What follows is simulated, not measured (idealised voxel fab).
process module | voxel gate over fins
It is cross-section cut that appears here, measuring 240 nm in width, its square cells being 5 nm in size.
Cross-section format: a grid of square cells, given as bands from top to bottom; each band is one or more rows of cells. The band entry comprises the height of the band's top followed by the height of its bottom, expressed in nm, and subsequently the band's materials from left to right, each stated together with its width in nm. Where a single material is marked with the word "full width", that material fills the band from edge to edge. The word "blank" represents empty space. Counting heights begins at 0, where everything beneath is, in the wafer as received, one material. The lowest band has no bottom; it goes on downwards, as "0 nm and below" shows. Read "30 to 40" as a graded width: first number on top, second number at the bottom, same change between each pair of neighbouring rows. Basically "no change occurred" means that step didn't change any cell in the cross-section. "Voids lacking openings" contains a list of empty spaces, each no smaller than 8 cells and without an open way to the top, written in the form width x height at distance with the distance from the left edge and all three in nm. Heads up: the bit after the settings on a step's line is the simulator's remark on that step. The setting "overlay nm" may be written on the line of a step. When the step uses a mask, the value reports how far to the right of the planned place the mask lay, and a negative value reports that it lay to the left.

Steps planned for the process:
1 RECEIVE with material Si
2 CONFORMAL_DEP with material SiN, thk nm 5
3 PATTERN with tone cover, mask id FINS, material resist, width nm 15, pitch nm 55, thk nm 20, overlay nm 0
4 DIRECTIONAL_ETCH with etch materials SiN, depth nm 5
5 DIRECTIONAL_ETCH with etch materials Si, depth nm 40
6 STRIP with etch materials resist
7 FILL_DEP with material SiO2, thk nm 5
8 CMP with height nm 5
9 MASKED_ETCH with tone open, mask id RAIL, width nm 15, etch materials SiO2, depth nm 40, overlay nm 0
10 CONFORMAL_DEP with material TiN, thk nm 5
11 FILL_DEP with material W, thk nm 10
12 CMP with height nm 5
13 SELECTIVE_ETCH with etch materials W Ru TiN, depth nm 25
14 FILL_DEP with material SiO2, thk nm 5
15 CMP with height nm 5
16 SELECTIVE_ETCH with etch materials SiO2, depth nm 20
17 STRIP with etch materials SiN
18 CONFORMAL_DEP with material HfO2, thk nm 5
19 CONFORMAL_DEP with material TiN, thk nm 5
20 CONFORMAL_DEP with material TiAl, thk nm 5
21 CONFORMAL_DEP with material TiN, thk nm 5
22 FILL_DEP with material W, thk nm 15
23 CMP with height nm 30
24 CONFORMAL_DEP with material SiCN, thk nm 5

Received-state cross-section, reflecting completion of step 1:
* 0 nm and below: Si full width
* Voids lacking openings: none

What the wafer looks like in cross-section after this module, when it starts as shown above and follows the plan above but one mistake is made in running it:
* 35 nm to 30 nm: SiCN full width
* 30 nm to 20 nm: W full width
* 20 nm to 15 nm: 35 of W; 170 of TiN; 35 of W
* 15 nm to 10 nm: 35 of W; 5 of TiN; 50 of TiAl; 5 of TiN; 50 of TiAl; 5 of TiN; 50 of TiAl; 5 of TiN; 35 of W
* 10 nm to 5 nm: 35 of W; 5 of TiN; 5 of TiAl; 40 of TiN; 5 of TiAl; 5 of TiN; 5 of TiAl; 40 of TiN; 5 of TiAl; 5 of TiN; 5 of TiAl; 40 of TiN; 5 of TiAl; 5 of TiN; 35 of W
* 5 nm to 0 nm: 40 of TiN; 5 of TiAl; 5 of TiN; 30 of HfO2; 5 of TiN; 5 of TiAl; 5 of TiN; 5 of TiAl; 5 of TiN; 30 of HfO2; 5 of TiN; 5 of TiAl; 5 of TiN; 5 of TiAl; 5 of TiN; 30 of HfO2; 5 of TiN; 5 of TiAl; 40 of TiN
* 0 nm to -5 nm: 45 of TiAl; 5 of TiN; 5 of HfO2; 20 of Si; 5 of HfO2; 5 of TiN; 15 of TiAl; 5 of TiN; 5 of HfO2; 20 of Si; 5 of HfO2; 5 of TiN; 15 of TiAl; 5 of TiN; 5 of HfO2; 20 of Si; 5 of HfO2; 5 of TiN; 45 of TiAl
* -5 nm to -10 nm: 50 of TiN; 5 of HfO2; 20 of Si; 5 of HfO2; 25 of TiN; 5 of HfO2; 20 of Si; 5 of HfO2; 25 of TiN; 5 of HfO2; 20 of Si; 5 of HfO2; 50 of TiN
* -10 nm to -15 nm: 55 of HfO2; 20 of Si; 35 of HfO2; 20 of Si; 35 of HfO2; 20 of Si; 55 of HfO2
* -15 nm to -20 nm: 55 of SiO2; 20 of Si; 35 of SiO2; 20 of Si; 35 of SiO2; 20 of Si; 55 of SiO2
* -20 nm to -30 nm: 55 of SiO2; 20 of Si; 5 of SiO2; 5 of TiN; 5 of W; 5 of TiN; 15 of SiO2; 20 of Si; 35 of SiO2; 20 of Si; 55 of SiO2
* -30 nm to -35 nm: 55 of SiO2; 20 of Si; 5 of SiO2; 15 of TiN; 15 of SiO2; 20 of Si; 35 of SiO2; 20 of Si; 55 of SiO2
* -35 nm to -40 nm: 55 of SiO2; 20 of Si; 35 of SiO2; 20 of Si; 35 of SiO2; 20 of Si; 55 of SiO2
* -40 nm and below: Si full width
* Voids lacking openings: none
Short version of what went wrong: not per plan at step 3, really ran PATTERN with tone cover, mask id FINS, material resist, width nm 20, pitch nm 55, thk nm 20, overlay nm 0
